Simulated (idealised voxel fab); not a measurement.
Process module under the name voxel wiring stack
FYI the section here is cut, 235 nm wide, cells are 5 nm squares.
Throughout this document, each cross-section is represented as a grid of square cells and is presented as a sequence of bands enumerated from the top downward, where a band comprises one or more rows of cells. What a band's entry tells you: where the top is and where the bottom is, as heights in nm, and after that what lies inside, material by material from left to right, each with its width in nm. Empty space is written as the word "empty", and a single material marked with the word "throughout" occupies the band from edge to edge. Measure heights from 0. That's the level where, below it, the as-received wafer is all one material. The lowest band is bottomless and extends downward; write it as in "0 and below". The notation "30->40" denotes a width that varies across the rows of cells in the band, beginning at the first number in the top row, finishing at the second number in the bottom row, and changing by an identical amount from each row to the next. The cross-section has no changed cell in any step marked "identical to before". This entry, "Enclosed void list", enumerates those empty regions of no fewer than 8 cells that possess no open connection to the top. Each region is reported in the form width x height at distance, the distance being taken from the left edge, with all three quantities expressed in nm. Step line, after settings: the simulator's comment on this step. Each step line may optionally specify "overlay nm", which for a step with a mask gives the rightward distance between the mask's planned place and where it lay, a negative value indicating the leftward direction. Everything after this point is organized in pairs: a cross-section before one process step, a cross-section after it that shows only as deep as the lowest changed band, and, under the pair, the intervening step with its settings. Because different runs of this module on the same starting wafer can supply different pairs, a pair continues from the pair above it only if its entry headed "Before this step" says so.

Before this step
120 down to 115 = TiN: 85 | empty: 10 | TiN: 40 | empty: 10 | TiN: 90
115 down to 105 = SiO2: 80 | TiN: 5 | empty: 10 | TiN: 5 | SiO2: 30 | TiN: 5 | empty: 10 | TiN: 5 | SiO2: 85
105 down to 100 = SiO2: 80 | TiN: 5 | empty: 5 | TiN: 10 | SiO2: 30 | TiN: 20 | SiO2: 85
100 down to 85 = SiO2: 80 | TiN: 5 | empty: 5 | TiN: 5 | SiO2: 140
85 down to 80 = SiCN: 80 | TiN: 15 | SiCN: 140
80 down to 55 = lowk: 80 | TiN: 5 | W: 10 | TiN: 5 | lowk: 30 | TiN: 5 | W: 10 | TiN: 5 | lowk: 85
55 down to 50 = SiN: 80 | TiN: 20 | SiN: 30 | TiN: 20 | SiN: 85
50 down to 35 = SiO2: 80 | TiN: 5 | Ru: 5 | TiN: 5 | SiO2: 35 | TiN: 5 | Ru: 5 | TiN: 5 | SiO2: 90
35 down to 30 = SiCN: 80 | TiN: 15 | SiCN: 35 | TiN: 15 | SiCN: 90
30 down to 25 = SiO2: 75 | SiCN: 30 | SiO2: 20 | SiCN: 30 | SiO2: 80
25 down to 15 = SiO2: 75 | SiCN: 5 | Ru: 20 | SiCN: 5 | SiO2: 20 | SiCN: 5 | Ru: 20 | SiCN: 5 | SiO2: 80
15 down to 10 = SiCN: 80 | Ru: 20 | SiCN: 30 | Ru: 20 | SiCN: 85
10 down to 0 = SiO2 throughout
0 and below = Si throughout
Enclosed void list: none

After the Step
125 down to 120 = Ru throughout
120 down to 115 = TiN: 85 | Ru: 10 | TiN: 40 | Ru: 10 | TiN: 90
115 down to 105 = SiO2: 80 | TiN: 5 | Ru: 10 | TiN: 5 | SiO2: 30 | TiN: 5 | Ru: 10 | TiN: 5 | SiO2: 85
105 down to 100 = SiO2: 80 | TiN: 5 | Ru: 5 | TiN: 10 | SiO2: 30 | TiN: 20 | SiO2: 85
100 down to 85 = SiO2: 80 | TiN: 5 | Ru: 5 | TiN: 5 | SiO2: 140
Below 85, no change.
Enclosed void list: none
Between the two cross-sections above, the process step reads FILL_DEP [material Ru] [thk nm 5]

Before this step: nothing new to draw here, it's the after view of the pair just above.

After the Step
115 down to 105 = SiO2: 80 | TiN: 5 | Ru: 10 | TiN: 5 | SiO2: 30 | TiN: 5 | Ru: 10 | TiN: 5 | SiO2: 85
Below 105, no change.
Enclosed void list: none
Between the two cross-sections above, the process step reads CMP [height nm 115]

Before this step: nothing new to draw here, it's the after view of the pair just above.

After the Step
120 down to 115 = SiN throughout
Below 115, no change.
Enclosed void list: none
Between the two cross-sections above, the process step reads CONFORMAL_DEP [material SiN] [thk nm 5]

Before this step
115 down to 85 = SiO2 throughout
85 down to 80 = SiCN throughout
80 down to 55 = lowk: 80 | TiN: 5 | W: 10 | TiN: 5 | lowk: 30 | TiN: 5 | W: 10 | TiN: 5 | lowk: 85
55 down to 50 = SiN: 80 | TiN: 20 | SiN: 30 | TiN: 20 | SiN: 85
50 down to 35 = SiO2: 80 | TiN: 5 | Ru: 5 | TiN: 5 | SiO2: 35 | TiN: 5 | Ru: 5 | TiN: 5 | SiO2: 90
35 down to 30 = SiCN: 80 | TiN: 15 | SiCN: 35 | TiN: 15 | SiCN: 90
30 down to 15 = SiO2: 75 | SiCN: 5 | Ru: 20 | SiCN: 5 | SiO2: 20 | SiCN: 5 | Ru: 20 | SiCN: 5 | SiO2: 80
15 down to 10 = SiCN: 80 | TiN: 20 | SiCN: 30 | TiN: 20 | SiCN: 85
10 down to 0 = SiO2 throughout
0 and below = Si throughout
Enclosed void list: none

After the Step
145 down to 85 = SiO2 throughout
Below 85, no change.
Enclosed void list: none
Between the two cross-sections above, the process step reads DIRECTIONAL_DEP [material SiO2] [thk nm 30]

Before this step: nothing new to draw here, it's the after view of the pair just above.

After the Step
155 down to 145 = aC throughout
Below 145, no change.
Enclosed void list: none
Between the two cross-sections above, the process step reads DIRECTIONAL_DEP [material aC] [thk nm 10]

Before this step: nothing new to draw here, it's the after view of the pair just above.

After the Step
185 down to 155 = resist: 80 | empty: 15 | resist: 140
Below 155, no change.
Enclosed void list: none
Between the two cross-sections above, the process step reads PATTERN [tone open] [mask id METAL_3_HOLES] [material resist] [width nm 15] [thk nm 30] [overlay nm 0]

Before this step: nothing new to draw here, it's the after view of the pair just above.

After the Step
175 down to 155 = resist: 80 | empty: 15 | resist: 140
155 down to 145 = aC: 80 | empty: 15 | aC: 140
Below 145, no change.
Enclosed void list: none
Between the two cross-sections above, the process step reads DIRECTIONAL_ETCH [etch materials aC] [depth nm 10]

Before this step: nothing new to draw here, it's the after view of the pair just above.

After the Step
155 down to 145 = aC: 80 | empty: 15 | aC: 140
Below 145, no change.
Enclosed void list: none
Between the two cross-sections above, the process step reads STRIP [etch materials resist]

Before this step: nothing new to draw here, it's the after view of the pair just above.

After the Step
155 down to 145 = aC: 80 | empty: 15 | aC: 140
145 down to 115 = SiO2: 80 | empty: 15 | SiO2: 140
Below 115, no change.
Enclosed void list: none
Between the two cross-sections above, the process step reads DIRECTIONAL_ETCH [etch materials SiO2] [depth nm 30]

Before this step: nothing new to draw here, it's the after view of the pair just above.

After the Step
145 down to 115 = SiO2: 80 | empty: 15 | SiO2: 140
Below 115, no change.
Enclosed void list: none
Between the two cross-sections above, the process step reads STRIP [etch materials aC]

Before this step: nothing new to draw here, it's the after view of the pair just above.

After the Step
145 down to 130 = SiO2: 80 | empty: 20 | SiO2: 30 | empty: 20 | SiO2: 85
130 down to 100 = SiO2: 80 | empty: 15 | SiO2: 140
Below 100, no change.
Enclosed void list: none
Between the two cross-sections above, the process step reads MASKED_ETCH [tone open] [mask id METAL_3] [width nm 20] [pitch nm 50] [etch materials SiO2] [depth nm 15] [overlay nm 0]

Before this step: nothing new to draw here, it's the after view of the pair just above.

After the Step
150 down to 145 = TiN: 85 | empty: 10 | TiN: 40 | empty: 10 | TiN: 90
145 down to 135 = SiO2: 80 | TiN: 5 | empty: 10 | TiN: 5 | SiO2: 30 | TiN: 5 | empty: 10 | TiN: 5 | SiO2: 85
135 down to 130 = SiO2: 80 | TiN: 5 | empty: 5 | TiN: 10 | SiO2: 30 | TiN: 20 | SiO2: 85
130 down to 105 = SiO2: 80 | TiN: 5 | empty: 5 | TiN: 5 | SiO2: 140
105 down to 100 = SiO2: 80 | TiN: 15 | SiO2: 140
Below 100, no change.
Enclosed void list: none
Between the two cross-sections above, the process step reads CONFORMAL_DEP [material TiN] [thk nm 5]

Before this step: nothing new to draw here, it's the after view of the pair just above.

After the Step
155 down to 150 = Ru throughout
150 down to 145 = TiN: 85 | Ru: 10 | TiN: 40 | Ru: 10 | TiN: 90
145 down to 135 = SiO2: 80 | TiN: 5 | Ru: 10 | TiN: 5 | SiO2: 30 | TiN: 5 | Ru: 10 | TiN: 5 | SiO2: 85
135 down to 130 = SiO2: 80 | TiN: 5 | Ru: 5 | TiN: 10 | SiO2: 30 | TiN: 20 | SiO2: 85
130 down to 105 = SiO2: 80 | TiN: 5 | Ru: 5 | TiN: 5 | SiO2: 140
Below 105, no change.
Enclosed void list: none
Between the two cross-sections above, the process step reads FILL_DEP [material Ru] [thk nm 5]

Before this step: nothing new to draw here, it's the after view of the pair just above.

After the Step
115 down to 105 = SiO2: 80 | TiN: 5 | Ru: 5 | TiN: 5 | SiO2: 140
Below 105, no change.
Enclosed void list: none
Between the two cross-sections above, the process step reads CMP [height nm 115]

Before this step: nothing new to draw here, it's the after view of the pair just above.

After the Step
120 down to 115 = SiN throughout
Below 115, no change.
Enclosed void list: none
Between the two cross-sections above, the process step reads CONFORMAL_DEP [material SiN] [thk nm 5]

Before this step
80 down to 55 = lowk: 80 | TiN: 5 | W: 10 | TiN: 5 | lowk: 30 | TiN: 5 | W: 10 | TiN: 5 | lowk: 85
55 down to 50 = SiN: 80 | TiN: 20 | SiN: 30 | TiN: 20 | SiN: 85
50 down to 35 = SiO2: 80 | TiN: 5 | Ru: 5 | TiN: 5 | SiO2: 35 | TiN: 5 | Ru: 5 | TiN: 5 | SiO2: 90
35 down to 30 = SiCN: 80 | TiN: 15 | SiCN: 35 | TiN: 15 | SiCN: 90
30 down to 15 = SiO2: 75 | SiCN: 5 | Ru: 20 | SiCN: 5 | SiO2: 20 | SiCN: 5 | Ru: 20 | SiCN: 5 | SiO2: 80
15 down to 10 = SiCN: 80 | TiN: 20 | SiCN: 30 | TiN: 20 | SiCN: 85
10 down to 0 = SiO2 throughout
0 and below = Si throughout
Enclosed void list: none

After the Step
110 down to 80 = SiO2 throughout
Below 80, no change.
Enclosed void list: none
Between the two cross-sections above, the process step reads DIRECTIONAL_DEP [material SiO2] [thk nm 30]

Before this step: nothing new to draw here, it's the after view of the pair just above.

After the Step
115 down to 110 = SiCN throughout
Below 110, no change.
Enclosed void list: none
Between the two cross-sections above, the process step reads CONFORMAL_DEP [material SiCN] [thk nm 5]

Before this step: nothing new to draw here, it's the after view of the pair just above.

After the Step
125 down to 115 = aC throughout
Below 115, no change.
Enclosed void list: none
Between the two cross-sections above, the process step reads DIRECTIONAL_DEP [material aC] [thk nm 10]

Before this step: nothing new to draw here, it's the after view of the pair just above.

After the Step
155 down to 125 = resist: 80 | empty: 15 | resist: 140
Below 125, no change.
Enclosed void list: none
Between the two cross-sections above, the process step reads PATTERN [tone open] [mask id METAL_3_HOLES] [material resist] [width nm 15] [thk nm 30] [overlay nm 0]

Before this step: nothing new to draw here, it's the after view of the pair just above.

After the Step
145 down to 125 = resist: 80 | empty: 15 | resist: 140
125 down to 115 = aC: 80 | empty: 15 | aC: 140
Below 115, no change.
Enclosed void list: none
Between the two cross-sections above, the process step reads DIRECTIONAL_ETCH [etch materials aC] [depth nm 10]

Before this step: nothing new to draw here, it's the after view of the pair just above.

After the Step
125 down to 115 = aC: 80 | empty: 15 | aC: 140
Below 115, no change.
Enclosed void list: none
Between the two cross-sections above, the process step reads STRIP [etch materials resist]

Before this step: nothing new to draw here, it's the after view of the pair just above.

After the Step
115 down to 110 = SiCN throughout
Below 110, no change.
Enclosed void list: none
Between the two cross-sections above, the process step reads STRIP [etch materials aC]

Before this step: nothing new to draw here, it's the after view of the pair just above.

After the Step
115 down to 110 = SiCN: 80 | empty: 20 | SiCN: 30 | empty: 20 | SiCN: 85
Below 110, no change.
Enclosed void list: none
Between the two cross-sections above, the process step reads MASKED_ETCH [tone open] [mask id METAL_3] [width nm 20] [pitch nm 50] [etch materials SiCN] [depth nm 5] [overlay nm 0]

Before this step: nothing new to draw here, it's the after view of the pair just above.

After the Step
120 down to 115 = TiN: 85 | empty: 10 | TiN: 40 | empty: 10 | TiN: 90
115 down to 110 = SiCN: 80 | TiN: 20 | SiCN: 30 | TiN: 20 | SiCN: 85
Below 110, no change.
Enclosed void list: none
Between the two cross-sections above, the process step reads CONFORMAL_DEP [material TiN] [thk nm 5]

Before this step: nothing new to draw here, it's the after view of the pair just above.

After the Step
125 down to 120 = Ru throughout
120 down to 115 = TiN: 85 | Ru: 10 | TiN: 40 | Ru: 10 | TiN: 90
Below 115, no change.
Enclosed void list: none
Between the two cross-sections above, the process step reads FILL_DEP [material Ru] [thk nm 5]

Before this step: nothing new to draw here, it's the after view of the pair just above.

After the Step
115 down to 110 = SiCN: 80 | TiN: 20 | SiCN: 30 | TiN: 20 | SiCN: 85
Below 110, no change.
Enclosed void list: none
Between the two cross-sections above, the process step reads CMP [height nm 115]

Before this step: nothing new to draw here, it's the after view of the pair just above.

After the Step
120 down to 115 = SiN throughout
Below 115, no change.
Enclosed void list: none
Between the two cross-sections above, the process step reads CONFORMAL_DEP [material SiN] [thk nm 5]

Before this step
55 down to 50 = SiN throughout
50 down to 35 = SiO2: 80 | TiN: 5 | Ru: 5 | TiN: 5 | SiO2: 35 | TiN: 5 | Ru: 5 | TiN: 5 | SiO2: 90
35 down to 30 = SiCN: 80 | TiN: 15 | SiCN: 35 | TiN: 15 | SiCN: 90
30 down to 15 = SiO2: 75 | SiCN: 5 | Ru: 20 | SiCN: 5 | SiO2: 20 | SiCN: 5 | Ru: 20 | SiCN: 5 | SiO2: 80
15 down to 10 = SiCN: 80 | TiN: 20 | SiCN: 30 | TiN: 20 | SiCN: 85
10 down to 0 = SiO2 throughout
0 and below = Si throughout
Enclosed void list: none

After the Step
75 down to 55 = lowk throughout
Below 55, no change.
Enclosed void list: none
Between the two cross-sections above, the process step reads DIRECTIONAL_DEP [material lowk] [thk nm 20]

Before this step: nothing new to draw here, it's the after view of the pair just above.

After the Step
75 down to 55 = lowk: 80 | empty: 20 | lowk: 30 | empty: 20 | lowk: 85
Below 55, no change.
Enclosed void list: none
Between the two cross-sections above, the process step reads MASKED_ETCH [tone open] [mask id METAL_2] [width nm 20] [pitch nm 50] [etch materials lowk] [depth nm 25] [overlay nm 0]

Before this step: nothing new to draw here, it's the after view of the pair just above.

After the Step
75 down to 55 = lowk: 80 | empty: 20 | lowk: 30 | empty: 20 | lowk: 85
55 down to 50 = SiN: 80 | empty: 20 | SiN: 30 | empty: 20 | SiN: 85
Below 50, no change.
Enclosed void list: none
Between the two cross-sections above, the process step reads MASKED_ETCH [tone open] [mask id METAL_2] [width nm 20] [pitch nm 50] [etch materials SiN] [depth nm 5] [overlay nm 0]

Before this step: nothing new to draw here, it's the after view of the pair just above.

After the Step
80 down to 75 = TiN: 85 | empty: 10 | TiN: 40 | empty: 10 | TiN: 90
75 down to 55 = lowk: 80 | TiN: 5 | empty: 10 | TiN: 5 | lowk: 30 | TiN: 5 | empty: 10 | TiN: 5 | lowk: 85
55 down to 50 = SiN: 80 | TiN: 20 | SiN: 30 | TiN: 20 | SiN: 85
Below 50, no change.
Enclosed void list: none
Between the two cross-sections above, the process step reads CONFORMAL_DEP [material TiN] [thk nm 5]

Before this step: nothing new to draw here, it's the after view of the pair just above.

After the Step
85 down to 80 = W throughout
80 down to 75 = TiN: 85 | W: 10 | TiN: 40 | W: 10 | TiN: 90
75 down to 55 = lowk: 80 | TiN: 5 | W: 10 | TiN: 5 | lowk: 30 | TiN: 5 | W: 10 | TiN: 5 | lowk: 85
Below 55, no change.
Enclosed void list: none
Between the two cross-sections above, the process step reads FILL_DEP [material W] [thk nm 5]

Before this step: nothing new to draw here, it's the after view of the pair just above.

After the Step
80 down to 75 = TiN: 85 | W: 10 | TiN: 40 | W: 10 | TiN: 90
Below 75, no change.
Enclosed void list: none
Between the two cross-sections above, the process step reads CMP [height nm 80]

Before this step: nothing new to draw here, it's the after view of the pair just above.

After the Step
85 down to 80 = SiCN throughout
Below 80, no change.
Enclosed void list: none
Between the two cross-sections above, the process step reads CONFORMAL_DEP [material SiCN] [thk nm 5]

Before this step: nothing new to draw here, it's the after view of the pair just above.

After the Step
115 down to 85 = SiO2 throughout
Below 85, no change.
Enclosed void list: none
Between the two cross-sections above, the process step reads DIRECTIONAL_DEP [material SiO2] [thk nm 30]

Before this step: nothing new to draw here, it's the after view of the pair just above.

After the Step
125 down to 115 = aC throughout
Below 115, no change.
Enclosed void list: none
Between the two cross-sections above, the process step reads DIRECTIONAL_DEP [material aC] [thk nm 10]

Before this step: nothing new to draw here, it's the after view of the pair just above.

After the Step
155 down to 125 = resist: 80 | empty: 15 | resist: 140
Below 125, no change.
Enclosed void list: none
Between the two cross-sections above, the process step reads PATTERN [tone open] [mask id METAL_3_HOLES] [material resist] [width nm 15] [thk nm 30] [overlay nm 0]

Before this step: nothing new to draw here, it's the after view of the pair just above.

After the Step
145 down to 125 = resist: 80 | empty: 15 | resist: 140
125 down to 115 = aC: 80 | empty: 15 | aC: 140
Below 115, no change.
Enclosed void list: none
Between the two cross-sections above, the process step reads DIRECTIONAL_ETCH [etch materials aC] [depth nm 10]

Before this step: nothing new to draw here, it's the after view of the pair just above.

After the Step
125 down to 115 = aC: 80 | empty: 15 | aC: 140
Below 115, no change.
Enclosed void list: none
Between the two cross-sections above, the process step reads STRIP [etch materials resist]

Before this step: nothing new to draw here, it's the after view of the pair just above.

After the Step
125 down to 115 = aC: 80 | empty: 15 | aC: 140
115 down to 85 = SiO2: 80 | empty: 15 | SiO2: 140
Below 85, no change.
Enclosed void list: none
Between the two cross-sections above, the process step reads DIRECTIONAL_ETCH [etch materials SiO2] [depth nm 30]

Before this step: nothing new to draw here, it's the after view of the pair just above.

After the Step
115 down to 85 = SiO2: 80 | empty: 15 | SiO2: 140
Below 85, no change.
Enclosed void list: none
Between the two cross-sections above, the process step reads STRIP [etch materials aC]

Before this step: nothing new to draw here, it's the after view of the pair just above.

After the Step
115 down to 100 = SiO2: 80 | empty: 20 | SiO2: 30 | empty: 20 | SiO2: 85
Below 100, no change.
Enclosed void list: none
Between the two cross-sections above, the process step reads MASKED_ETCH [tone open] [mask id METAL_3] [width nm 20] [pitch nm 50] [etch materials SiO2] [depth nm 15] [overlay nm 0]

Before this step: nothing new to draw here, it's the after view of the pair just above.

After the Step
115 down to 100 = SiO2: 80 | empty: 20 | SiO2: 30 | empty: 20 | SiO2: 85
100 down to 85 = SiO2: 80 | empty: 15 | SiO2: 140
85 down to 80 = SiCN: 80 | empty: 15 | SiCN: 140
Below 80, no change.
Enclosed void list: none
Between the two cross-sections above, the process step reads MASKED_ETCH [tone open] [mask id METAL_3] [width nm 20] [pitch nm 50] [etch materials SiCN] [depth nm 5] [overlay nm 0]

Before this step: nothing new to draw here, it's the after view of the pair just above.

After the Step
120 down to 115 = TiN: 85 | empty: 10 | TiN: 40 | empty: 10 | TiN: 90
115 down to 105 = SiO2: 80 | TiN: 5 | empty: 10 | TiN: 5 | SiO2: 30 | TiN: 5 | empty: 10 | TiN: 5 | SiO2: 85
105 down to 100 = SiO2: 80 | TiN: 5 | empty: 5 | TiN: 10 | SiO2: 30 | TiN: 20 | SiO2: 85
100 down to 85 = SiO2: 80 | TiN: 5 | empty: 5 | TiN: 5 | SiO2: 140
85 down to 80 = SiCN: 80 | TiN: 15 | SiCN: 140
Below 80, no change.
Enclosed void list: none
Between the two cross-sections above, the process step reads CONFORMAL_DEP [material TiN] [thk nm 5]

Before this step: nothing new to draw here, it's the after view of the pair just above.

After the Step
125 down to 120 = Ru throughout
120 down to 115 = TiN: 85 | Ru: 10 | TiN: 40 | Ru: 10 | TiN: 90
115 down to 105 = SiO2: 80 | TiN: 5 | Ru: 10 | TiN: 5 | SiO2: 30 | TiN: 5 | Ru: 10 | TiN: 5 | SiO2: 85
105 down to 100 = SiO2: 80 | TiN: 5 | Ru: 5 | TiN: 10 | SiO2: 30 | TiN: 20 | SiO2: 85
100 down to 85 = SiO2: 80 | TiN: 5 | Ru: 5 | TiN: 5 | SiO2: 140
Below 85, no change.
Enclosed void list: none
Between the two cross-sections above, the process step reads FILL_DEP [material Ru] [thk nm 5]

Before this step: nothing new to draw here, it's the after view of the pair just above.

After the Step
115 down to 105 = SiO2: 80 | TiN: 5 | Ru: 10 | TiN: 5 | SiO2: 30 | TiN: 5 | Ru: 10 | TiN: 5 | SiO2: 85
Below 105, no change.
Enclosed void list: none
Between the two cross-sections above, the process step reads CMP [height nm 115]

Before this step: nothing new to draw here, it's the after view of the pair just above.

After the Step
120 down to 115 = SiN throughout
Below 115, no change.
Enclosed void list: none
Between the two cross-sections above, the process step reads CONFORMAL_DEP [material SiN] [thk nm 5]

Before this step
80 down to 55 = lowk throughout
55 down to 50 = SiN throughout
50 down to 35 = SiO2: 80 | TiN: 5 | Ru: 5 | TiN: 5 | SiO2: 35 | TiN: 5 | Ru: 5 | TiN: 5 | SiO2: 90
35 down to 30 = SiCN: 80 | TiN: 15 | SiCN: 35 | TiN: 15 | SiCN: 90
30 down to 15 = SiO2: 75 | SiCN: 5 | Ru: 20 | SiCN: 5 | SiO2: 20 | SiCN: 5 | Ru: 20 | SiCN: 5 | SiO2: 80
15 down to 10 = SiCN: 80 | TiN: 20 | SiCN: 30 | TiN: 20 | SiCN: 85
10 down to 0 = SiO2 throughout
0 and below = Si throughout
Enclosed void list: none

After the Step
80 down to 55 = lowk: 85 | empty: 15 | lowk: 35 | empty: 15 | lowk: 85
Below 55, no change.
Enclosed void list: none
Between the two cross-sections above, the process step reads MASKED_ETCH [tone open] [mask id METAL_2] [width nm 15] [pitch nm 50] [etch materials lowk] [depth nm 25] [overlay nm 0]

Before this step: nothing new to draw here, it's the after view of the pair just above.

After the Step
80 down to 55 = lowk: 85 | empty: 15 | lowk: 35 | empty: 15 | lowk: 85
55 down to 50 = SiN: 85 | empty: 15 | SiN: 35 | empty: 15 | SiN: 85
Below 50, no change.
Enclosed void list: none
Between the two cross-sections above, the process step reads MASKED_ETCH [tone open] [mask id METAL_2] [width nm 20] [pitch nm 50] [etch materials SiN] [depth nm 5] [overlay nm 0]

Before this step: nothing new to draw here, it's the after view of the pair just above.

After the Step
85 down to 80 = TiN: 90 | empty: 5 | TiN: 45 | empty: 5 | TiN: 90
80 down to 55 = lowk: 85 | TiN: 5 | empty: 5 | TiN: 5 | lowk: 35 | TiN: 5 | empty: 5 | TiN: 5 | lowk: 85
55 down to 50 = SiN: 85 | TiN: 15 | SiN: 35 | TiN: 15 | SiN: 85
Below 50, no change.
Enclosed void list: none
Between the two cross-sections above, the process step reads CONFORMAL_DEP [material TiN] [thk nm 5]

Before this step: nothing new to draw here, it's the after view of the pair just above.

After the Step
90 down to 85 = W throughout
85 down to 80 = TiN: 90 | W: 5 | TiN: 45 | W: 5 | TiN: 90
80 down to 55 = lowk: 85 | TiN: 5 | W: 5 | TiN: 5 | lowk: 35 | TiN: 5 | W: 5 | TiN: 5 | lowk: 85
Below 55, no change.
Enclosed void list: none
Between the two cross-sections above, the process step reads FILL_DEP [material W] [thk nm 5]

Before this step: nothing new to draw here, it's the after view of the pair just above.

After the Step
80 down to 55 = lowk: 85 | TiN: 5 | W: 5 | TiN: 5 | lowk: 35 | TiN: 5 | W: 5 | TiN: 5 | lowk: 85
Below 55, no change.
Enclosed void list: none
Between the two cross-sections above, the process step reads CMP [height nm 80]

Before this step: nothing new to draw here, it's the after view of the pair just above.

After the Step
85 down to 80 = SiCN throughout
Below 80, no change.
Enclosed void list: none
Between the two cross-sections above, the process step reads CONFORMAL_DEP [material SiCN] [thk nm 5]

Before this step: nothing new to draw here, it's the after view of the pair just above.

After the Step
115 down to 85 = SiO2 throughout
Below 85, no change.
Enclosed void list: none
Between the two cross-sections above, the process step reads DIRECTIONAL_DEP [material SiO2] [thk nm 30]

Before this step: nothing new to draw here, it's the after view of the pair just above.

After the Step
125 down to 115 = aC throughout
Below 115, no change.
Enclosed void list: none
Between the two cross-sections above, the process step reads DIRECTIONAL_DEP [material aC] [thk nm 10]

Before this step: nothing new to draw here, it's the after view of the pair just above.

After the Step
155 down to 125 = resist: 80 | empty: 15 | resist: 140
Below 125, no change.
Enclosed void list: none
Between the two cross-sections above, the process step reads PATTERN [tone open] [mask id METAL_3_HOLES] [material resist] [width nm 15] [thk nm 30] [overlay nm 0]

Before this step: nothing new to draw here, it's the after view of the pair just above.

After the Step
145 down to 125 = resist: 80 | empty: 15 | resist: 140
125 down to 115 = aC: 80 | empty: 15 | aC: 140
Below 115, no change.
Enclosed void list: none
Between the two cross-sections above, the process step reads DIRECTIONAL_ETCH [etch materials aC] [depth nm 10]

Before this step: nothing new to draw here, it's the after view of the pair just above.

After the Step
125 down to 115 = aC: 80 | empty: 15 | aC: 140
Below 115, no change.
Enclosed void list: none
Between the two cross-sections above, the process step reads STRIP [etch materials resist]

Before this step: nothing new to draw here, it's the after view of the pair just above.

After the Step
125 down to 115 = aC: 80 | empty: 15 | aC: 140
115 down to 85 = SiO2: 80 | empty: 15 | SiO2: 140
Below 85, no change.
Enclosed void list: none
Between the two cross-sections above, the process step reads DIRECTIONAL_ETCH [etch materials SiO2] [depth nm 30]

Before this step: nothing new to draw here, it's the after view of the pair just above.

After the Step
115 down to 85 = SiO2: 80 | empty: 15 | SiO2: 140
Below 85, no change.
Enclosed void list: none
Between the two cross-sections above, the process step reads STRIP [etch materials aC]

Before this step: nothing new to draw here, it's the after view of the pair just above.

After the Step
115 down to 100 = SiO2: 80 | empty: 20 | SiO2: 30 | empty: 20 | SiO2: 85
Below 100, no change.
Enclosed void list: none
Between the two cross-sections above, the process step reads MASKED_ETCH [tone open] [mask id METAL_3] [width nm 20] [pitch nm 50] [etch materials SiO2] [depth nm 15] [overlay nm 0]

Before this step: nothing new to draw here, it's the after view of the pair just above.

After the Step
115 down to 100 = SiO2: 80 | empty: 20 | SiO2: 30 | empty: 20 | SiO2: 85
100 down to 85 = SiO2: 80 | empty: 15 | SiO2: 140
85 down to 80 = SiCN: 80 | empty: 15 | SiCN: 140
Below 80, no change.
Enclosed void list: none
Between the two cross-sections above, the process step reads MASKED_ETCH [tone open] [mask id METAL_3] [width nm 20] [pitch nm 50] [etch materials SiCN] [depth nm 5] [overlay nm 0]

Before this step: nothing new to draw here, it's the after view of the pair just above.

After the Step
120 down to 115 = TiN: 85 | empty: 10 | TiN: 40 | empty: 10 | TiN: 90
115 down to 105 = SiO2: 80 | TiN: 5 | empty: 10 | TiN: 5 | SiO2: 30 | TiN: 5 | empty: 10 | TiN: 5 | SiO2: 85
105 down to 100 = SiO2: 80 | TiN: 5 | empty: 5 | TiN: 10 | SiO2: 30 | TiN: 20 | SiO2: 85
100 down to 85 = SiO2: 80 | TiN: 5 | empty: 5 | TiN: 5 | SiO2: 140
85 down to 80 = SiCN: 80 | TiN: 15 | SiCN: 140
Below 80, no change.
Enclosed void list: none
Between the two cross-sections above, the process step reads CONFORMAL_DEP [material TiN] [thk nm 5]

Before this step: nothing new to draw here, it's the after view of the pair just above.

After the Step
125 down to 120 = Ru throughout
120 down to 115 = TiN: 85 | Ru: 10 | TiN: 40 | Ru: 10 | TiN: 90
115 down to 105 = SiO2: 80 | TiN: 5 | Ru: 10 | TiN: 5 | SiO2: 30 | TiN: 5 | Ru: 10 | TiN: 5 | SiO2: 85
105 down to 100 = SiO2: 80 | TiN: 5 | Ru: 5 | TiN: 10 | SiO2: 30 | TiN: 20 | SiO2: 85
100 down to 85 = SiO2: 80 | TiN: 5 | Ru: 5 | TiN: 5 | SiO2: 140
Below 85, no change.
Enclosed void list: none
Between the two cross-sections above, the process step reads FILL_DEP [material Ru] [thk nm 5]

Before this step: nothing new to draw here, it's the after view of the pair just above.

After the Step
115 down to 105 = SiO2: 80 | TiN: 5 | Ru: 10 | TiN: 5 | SiO2: 30 | TiN: 5 | Ru: 10 | TiN: 5 | SiO2: 85
Below 105, no change.
Enclosed void list: none
Between the two cross-sections above, the process step reads CMP [height nm 115]

Before this step: nothing new to draw here, it's the after view of the pair just above.

After the Step
120 down to 115 = SiN throughout
Below 115, no change.
Enclosed void list: none
Between the two cross-sections above, the process step reads CONFORMAL_DEP [material SiN] [thk nm 5]

Before this step
115 down to 85 = SiO2: 80 | empty: 15 | SiO2: 140
85 down to 80 = SiCN throughout
80 down to 55 = lowk: 80 | TiN: 5 | W: 10 | TiN: 5 | lowk: 30 | TiN: 5 | W: 10 | TiN: 5 | lowk: 85
55 down to 50 = SiN: 80 | TiN: 20 | SiN: 30 | TiN: 20 | SiN: 85
50 down to 35 = SiO2: 80 | TiN: 5 | Ru: 5 | TiN: 5 | SiO2: 35 | TiN: 5 | Ru: 5 | TiN: 5 | SiO2: 90
35 down to 30 = SiCN: 80 | TiN: 15 | SiCN: 35 | TiN: 15 | SiCN: 90
30 down to 15 = SiO2: 75 | SiCN: 5 | Ru: 20 | SiCN: 5 | SiO2: 20 | SiCN: 5 | Ru: 20 | SiCN: 5 | SiO2: 80
15 down to 10 = SiCN: 80 | TiN: 20 | SiCN: 30 | TiN: 20 | SiCN: 85
10 down to 0 = SiO2 throughout
0 and below = Si throughout
Enclosed void list: none

After the Step
115 down to 100 = SiO2: 80 | empty: 25 | SiO2: 30 | empty: 20 | SiO2: 80
Below 100, no change.
Enclosed void list: none
Between the two cross-sections above, the process step reads MASKED_ETCH [tone open] [mask id METAL_3] [width nm 20] [pitch nm 50] [etch materials SiO2] [depth nm 15] [overlay nm 5]

Before this step: nothing new to draw here, it's the after view of the pair just above.

After the Step
115 down to 100 = SiO2: 80 | empty: 25 | SiO2: 30 | empty: 20 | SiO2: 80
100 down to 85 = SiO2: 80 | empty: 15 | SiO2: 140
85 down to 80 = SiCN: 80 | empty: 15 | SiCN: 140
Below 80, no change.
Enclosed void list: none
Between the two cross-sections above, the process step reads MASKED_ETCH [tone open] [mask id METAL_3] [width nm 20] [pitch nm 50] [etch materials SiCN] [depth nm 5] [overlay nm 0]
